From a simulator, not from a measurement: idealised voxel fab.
The process module presented herein is designated voxel self aligned vias.
FYI the section here is cut, 285 nm wide, cells are 5 nm squares.
In what follows, cross-sections appear as grids of square cells, described through bands that run from the top down, where every band is one or more rows of cells. This entry defines a band. It first specifies the height of the band's top and the height of its bottom in nm, and then specifies the band's materials from left to right, stating each material with its width in nm. The word "full width" identifies a single material that fills the band from edge to edge, while the word "air" identifies empty space. Ref level 0: as-received wafer is one material below here. Bottom band extends down with no lower bound ("0 nm and below"). When a width is written as two numbers, as in "30->40", the first number is the width in the top row of cells of the band and the second is the width in its bottom row, and the width changes by the same amount from each row to the next. When a step is marked "no modifications", none of the cells in the cross-section changed during that step. "Closed cavities" means: voids of 8 cells or more that are shut off from the top with no open way through. Written width x height at distance, distance from the left edge, in nm. Past the settings on a step's line: simulator remark, on that step. What "overlay nm" on a step's line means: if the step has a mask, that mask lay this far to the right of its planned place, or, when the value is negative, to the left.

## Process steps - plan
1,RECEIVE | material Si
2,CONFORMAL_DEP | material SiO2 | thk nm 15
3,CONFORMAL_DEP | material SiCN | thk nm 5
4,DIRECTIONAL_DEP | material lowk | thk nm 25
5,MASKED_ETCH | tone open | mask id LINES | width nm 30 | pitch nm 60 | etch materials lowk | depth nm 25 | overlay nm 0
6,CONFORMAL_DEP | material TiN | thk nm 5
7,FILL_DEP | material W | thk nm 10
8,CMP | height nm 45
9,SELECTIVE_ETCH | etch materials W Ru TiN | depth nm 5
10,FILL_DEP | material SiN | thk nm 5
11,CMP | height nm 45
12,DIRECTIONAL_DEP | material lowk | thk nm 20
13,MASKED_ETCH | tone open | mask id VIAS | width nm 40 | pitch nm 60 | etch materials lowk | depth nm 20 | overlay nm 0
14,MASKED_ETCH | tone open | mask id VIAS | width nm 40 | pitch nm 60 | etch materials SiN | depth nm 5 | overlay nm 0
15,CONFORMAL_DEP | material TiN | thk nm 5
16,FILL_DEP | material Cu | thk nm 5
17,CMP | height nm 65
18,CONFORMAL_DEP | material SiCN | thk nm 5

## Cross-sectional view of the wafer in its as-received condition, corresponding to the state after step 1
  0 nm and below = Si full width
  Closed cavities: none

## The plan above was carried out on the starting structure above with one mistake, and this cross-section shows the wafer at the end of the module
  70 nm to 65 nm = SiCN full width
  65 nm to 50 nm = lowk=60, TiN=5, Cu=30, TiN=5, lowk=20, TiN=5, Cu=30, TiN=5, lowk=20, TiN=5, Cu=30, TiN=5, lowk=65
  50 nm to 45 nm = lowk=60, TiN=10, Cu=20, TiN=10, lowk=20, TiN=10, Cu=20, TiN=10, lowk=20, TiN=10, Cu=20, TiN=10, lowk=65
  45 nm to 35 nm = lowk=65, TiN=30, lowk=30, TiN=30, lowk=30, TiN=30, lowk=70
  35 nm to 30 nm = SiCN full width
  30 nm to 0 nm = SiO2 full width
  0 nm and below = Si full width
  Closed cavities: none
Diagnosis: heads up, step 2 of the plan got done twice
